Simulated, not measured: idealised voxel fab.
Process module in this document: voxel released beams
The figure presents cross-section cut, which has a width of 295 nm and is divided into square cells with an edge length of 5 nm.
Cross-section = grid of square cells, listed top down in bands; band = one or more rows. Each band's line starts with the height of the band's top and of its bottom, in nm. Then come its materials from left to right, each with its width in nm. One material with "throughout" fills the band from edge to edge. "blank" is empty space. Height is counted from the level 0, under which the received wafer is composed throughout of one material. The lowest of the bands is not closed at the bottom but continues downward, in the notation "0 nm and below". Quick explanation for "30->40": the width changes in equal steps down the rows of cells, from the first number in the band's top row to the second number in its bottom row. Any step labelled "nothing changed" changed none of the cells in the cross-section. The list in "Trapped cavities" covers empty spaces of 8 cells or more that cannot reach the top through any open way, and it gives each as width x height at distance; the distance is from the left edge, and width, height and distance are in nm. Formally, on a step line, whatever follows the settings is a remark that the simulator itself makes on the step. A step's line can hold "overlay nm"; with a mask on that step, the setting says how far right of the planned place the mask lay, while a negative setting says it lay to the left.

[Planned step list for the process]
1. RECEIVE,material Si
2. CONFORMAL_DEP,material SiN,thk nm 5
3. DIRECTIONAL_DEP,material SiO2,thk nm 15
4. PATTERN,tone open,mask id ANCHOR,material resist,width nm 35,thk nm 15,overlay nm 0
5. DIRECTIONAL_ETCH,etch materials SiO2,depth nm 15
6. STRIP,etch materials resist
7. CONFORMAL_DEP,material polySi,thk nm 15
8. DIRECTIONAL_DEP,material aC,thk nm 15
9. PATTERN,tone cover,mask id BEAM,material resist,width nm 110,thk nm 35,overlay nm 0
10. DIRECTIONAL_ETCH,etch materials aC,depth nm 15
11. STRIP,etch materials resist
12. DIRECTIONAL_ETCH,etch materials polySi,depth nm 15
13. STRIP,etch materials aC
14. STRIP,etch materials SiO2

[First of two wafers: run as planned]

[Cross-section of the incoming wafer, state after step 1]
> 0 nm and below  Si throughout
> Trapped cavities: none

[State of the wafer after step 2, shown in cross-section]
> 5 nm to 0 nm  SiN throughout
> below 0: unchanged

[State of the wafer after step 3, shown in cross-section]
> 20 nm to 5 nm  SiO2 throughout
> below 5: unchanged

[State of the wafer after step 4, shown in cross-section]
> 35 nm to 20 nm  resist 95 nm, then blank 35 nm, then resist 165 nm
> below 20: unchanged

[State of the wafer after step 5, shown in cross-section]
> 35 nm to 20 nm  resist 95 nm, then blank 35 nm, then resist 165 nm
> 20 nm to 5 nm  SiO2 95 nm, then blank 35 nm, then SiO2 165 nm
> below 5: unchanged

[State of the wafer after step 6, shown in cross-section]
> 20 nm to 5 nm  SiO2 95 nm, then blank 35 nm, then SiO2 165 nm
> below 5: unchanged

[State of the wafer after step 7, shown in cross-section]
> 35 nm to 20 nm  polySi 110 nm, then blank 5 nm, then polySi 180 nm
> 20 nm to 5 nm  SiO2 95 nm, then polySi 35 nm, then SiO2 165 nm
> below 5: unchanged

[State of the wafer after step 8, shown in cross-section]
> 50 nm to 35 nm  aC 110 nm, then blank 5 nm, then aC 180 nm
> 35 nm to 20 nm  polySi 110 nm, then aC 5 nm, then polySi 180 nm
> below 20: unchanged

[State of the wafer after step 9, shown in cross-section]
> 85 nm to 50 nm  blank 90 nm, then resist 110 nm, then blank 95 nm
> 50 nm to 35 nm  aC 110 nm, then resist 5 nm, then aC 180 nm
> below 35: unchanged

[State of the wafer after step 10, shown in cross-section]
> 70 nm to 50 nm  blank 90 nm, then resist 110 nm, then blank 95 nm
> 50 nm to 35 nm  blank 90 nm, then aC 20 nm, then resist 5 nm, then aC 85 nm, then blank 95 nm
> below 35: unchanged

[State of the wafer after step 11, shown in cross-section]
> 50 nm to 35 nm  blank 90 nm, then aC 20 nm, then blank 5 nm, then aC 85 nm, then blank 95 nm
> below 35: unchanged

[State of the wafer after step 12, shown in cross-section]
> 50 nm to 35 nm  blank 90 nm, then aC 20 nm, then blank 5 nm, then aC 85 nm, then blank 95 nm
> 35 nm to 20 nm  blank 90 nm, then polySi 20 nm, then aC 5 nm, then polySi 85 nm, then blank 95 nm
> below 20: unchanged

[State of the wafer after step 13, shown in cross-section]
> 35 nm to 20 nm  blank 90 nm, then polySi 20 nm, then blank 5 nm, then polySi 85 nm, then blank 95 nm
> below 20: unchanged

[State of the wafer after step 14, shown in cross-section]
> 35 nm to 20 nm  blank 90 nm, then polySi 20 nm, then blank 5 nm, then polySi 85 nm, then blank 95 nm
> 20 nm to 5 nm  blank 95 nm, then polySi 35 nm, then blank 165 nm
> below 5: unchanged

[What follows concerns the second wafer, which started out like the first and was meant to follow the very same plan; one mistake crept in when it was run, but everything up to and including step 1 is the same as for the first wafer]

[Second wafer shown in cross-section at the time step 2 was slated to end]
> 15 nm to 0 nm  SiO2 throughout
> below 0: unchanged

[Second wafer shown in cross-section at the time step 3 was slated to end]
> 20 nm to 15 nm  SiN throughout
> below 15: unchanged

[Second wafer shown in cross-section at the time step 4 was slated to end]
> 35 nm to 20 nm  resist 95 nm, then blank 35 nm, then resist 165 nm
> below 20: unchanged

Second wafer shown in cross-section at the time step 5 was slated to end: nothing changed

[Second wafer shown in cross-section at the time step 6 was slated to end]
> 20 nm to 15 nm  SiN throughout
> below 15: unchanged

[Second wafer shown in cross-section at the time step 7 was slated to end]
> 35 nm to 20 nm  polySi throughout
> below 20: unchanged

[Second wafer shown in cross-section at the time step 8 was slated to end]
> 50 nm to 35 nm  aC throughout
> below 35: unchanged

[Second wafer shown in cross-section at the time step 9 was slated to end]
> 85 nm to 50 nm  blank 90 nm, then resist 110 nm, then blank 95 nm
> below 50: unchanged

[Second wafer shown in cross-section at the time step 10 was slated to end]
> 70 nm to 50 nm  blank 90 nm, then resist 110 nm, then blank 95 nm
> 50 nm to 35 nm  blank 90 nm, then aC 110 nm, then blank 95 nm
> below 35: unchanged

[Second wafer shown in cross-section at the time step 11 was slated to end]
> 50 nm to 35 nm  blank 90 nm, then aC 110 nm, then blank 95 nm
> below 35: unchanged

[Second wafer shown in cross-section at the time step 12 was slated to end]
> 50 nm to 35 nm  blank 90 nm, then aC 110 nm, then blank 95 nm
> 35 nm to 20 nm  blank 90 nm, then polySi 110 nm, then blank 95 nm
> below 20: unchanged

[Second wafer shown in cross-section at the time step 13 was slated to end]
> 35 nm to 20 nm  blank 90 nm, then polySi 110 nm, then blank 95 nm
> below 20: unchanged

Second wafer shown in cross-section at the time step 14 was slated to end: nothing changed
Processing error: plan vs actual: 2 and 3 interchanged
Bottom line after processing is that, in cells, the second wafer is up or down on some materials versus the first: SiO2 +177; polySi -18
